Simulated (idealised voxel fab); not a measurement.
Process module under the name voxel capacitor over wiring
The cross-section shown here is cut; it is 240 nm wide and divided into square cells measuring 5 nm on a side.
Bands, listed from the top down, are how a cross-section gets written in this document; the cross-section itself is a grid of square cells, and a band is one or more rows of them. Basically the band line says how high the top is and how high the bottom is, in nm, and then what's in it from left to right, every material with its width in nm. Empty space shows up as "empty", and if a single material carries "edge to edge" it runs the full band edge to edge. Where do heights start? At 0: under that level the wafer as delivered is made of one material only. And the lowest band has no floor; it just carries on downward, as in "z 0 and below". A width such as "30->40" changes by the same amount from each row of cells to the next, from the band's top row to its bottom row. Key: "left unchanged" - step with no changed cell in the cross-section. "Enclosed empty spaces" enumerates empty spaces isolated from the top, with no open way to it, that contain at least 8 cells, giving each as width x height at distance from the left edge, all three in nm. Post-settings text on a step line: simulator's own remark regarding the step. overlay nm, on a step with a mask: how far to the right of its planned place the mask lay; to the left if negative.
[These are the steps we planned for the process]
1 RECEIVE: material Si
2 CONFORMAL_DEP: material SiO2, thk nm 15
3 DIRECTIONAL_DEP: material TiN, thk nm 5
4 DIRECTIONAL_DEP: material W, thk nm 15
5 MASKED_ETCH: tone cover, mask id METAL_1, width nm 30, pitch nm 90, etch materials W, depth nm 15, overlay nm 0
6 MASKED_ETCH: tone cover, mask id METAL_1, width nm 30, pitch nm 90, etch materials TiN, depth nm 5, overlay nm 0
7 FILL_DEP: material SiO2, thk nm 10
8 CMP: height nm 35
9 CONFORMAL_DEP: material SiCN, thk nm 5
10 DIRECTIONAL_DEP: material lowk, thk nm 20
11 PATTERN: tone open, mask id PLUG_1, material resist, width nm 15, thk nm 20, overlay nm 0
12 DIRECTIONAL_ETCH: etch materials lowk, depth nm 20
13 DIRECTIONAL_ETCH: etch materials SiCN, depth nm 5
14 STRIP: etch materials resist
15 EPI: material Ru, thk nm 10
16 EPI: material Ru, thk nm 10
17 EPI: material Ru, thk nm 5
18 DIRECTIONAL_DEP: material TiN, thk nm 5
19 DIRECTIONAL_DEP: material SiN, thk nm 5
20 DIRECTIONAL_DEP: material TiN, thk nm 10
21 PATTERN: tone cover, mask id UPPER_PLATE, material resist, width nm 65, thk nm 15, overlay nm 0
22 DIRECTIONAL_ETCH: etch materials TiN, depth nm 10
23 DIRECTIONAL_ETCH: etch materials SiN, depth nm 5
24 STRIP: etch materials resist
25 MASKED_ETCH: tone cover, mask id LOWER_PLATE, width nm 75, etch materials TiN, depth nm 5, overlay nm 0
26 FILL_DEP: material SiO2, thk nm 15
27 CMP: height nm 90
28 DIRECTIONAL_DEP: material aC, thk nm 10
29 PATTERN: tone open, mask id PLUG_2, material resist, width nm 15, thk nm 25, overlay nm 0
30 DIRECTIONAL_ETCH: etch materials aC, depth nm 10
31 STRIP: etch materials resist
32 DIRECTIONAL_ETCH: etch materials SiO2, depth nm 10
33 STRIP: etch materials aC
34 CONFORMAL_DEP: material TiN, thk nm 5
35 FILL_DEP: material Ru, thk nm 5
36 CMP: height nm 90
37 CONFORMAL_DEP: material SiN, thk nm 5
[As received (post step 1): cross-section]
  z 0 and below  Si edge to edge
  Enclosed empty spaces: none
[Cross-section, first of two wafers, end of module, run as planned]
  z 95 to 90  SiN edge to edge
  z 90 to 85  SiO2 (85)  TiN (5)  Ru (5)  TiN (5)  SiO2 (140)
  z 85 to 80  SiO2 (85)  TiN (15)  SiO2 (140)
  z 80 to 70  SiO2 (75)  TiN (65)  SiO2 (100)
  z 70 to 65  SiO2 (75)  SiN (65)  SiO2 (100)
  z 65 to 60  SiO2 (70)  TiN (75)  SiO2 (95)
  z 60 to 40  lowk (75)  Ru (15)  lowk (150)
  z 40 to 35  SiCN (75)  Ru (15)  SiCN (150)
  z 35 to 20  SiO2 (60)  W (30)  SiO2 (60)  W (30)  SiO2 (60)
  z 20 to 15  SiO2 (60)  TiN (30)  SiO2 (60)  TiN (30)  SiO2 (60)
  z 15 to 0  SiO2 edge to edge
  z 0 and below  Si edge to edge
  Enclosed empty spaces: none
[Cross-section, wafer two of two, end of module: same start and plan as wafer one, one error in execution]
  z 95 to 90  SiN edge to edge
  z 90 to 85  SiO2 (85)  TiN (5)  Ru (5)  TiN (5)  SiO2 (140)
  z 85 to 80  SiO2 (85)  TiN (15)  SiO2 (140)
  z 80 to 70  SiO2 (75)  TiN (25)  SiO2 (140)
  z 70 to 65  SiO2 (75)  SiN (25)  TiN (40)  SiO2 (100)
  z 65 to 60  SiO2 (70)  TiN (70)  SiO2 (100)
  z 60 to 55  SiO2 (65)  Ru (35)  SiN (40)  SiO2 (100)
  z 55 to 50  SiO2 (65)  Ru (35)  TiN (45)  SiO2 (95)
  z 50 to 40  lowk (75)  Ru (15)  lowk (150)
  z 40 to 35  SiCN (75)  Ru (15)  SiCN (150)
  z 35 to 20  SiO2 (60)  W (30)  SiO2 (60)  W (30)  SiO2 (60)
  z 20 to 15  SiO2 (60)  TiN (30)  SiO2 (60)  TiN (30)  SiO2 (60)
  z 15 to 0  SiO2 edge to edge
  z 0 and below  Si edge to edge
  Enclosed empty spaces: none
Finding, execution versus plan: step 10: run off-plan, actual operation and settings DIRECTIONAL_DEP: material lowk, thk nm 10
Heads up, by the end the second wafer has more or fewer cells of some materials compared to the first: Ru: 8 more | SiO2: 82 more | lowk: 90 fewer
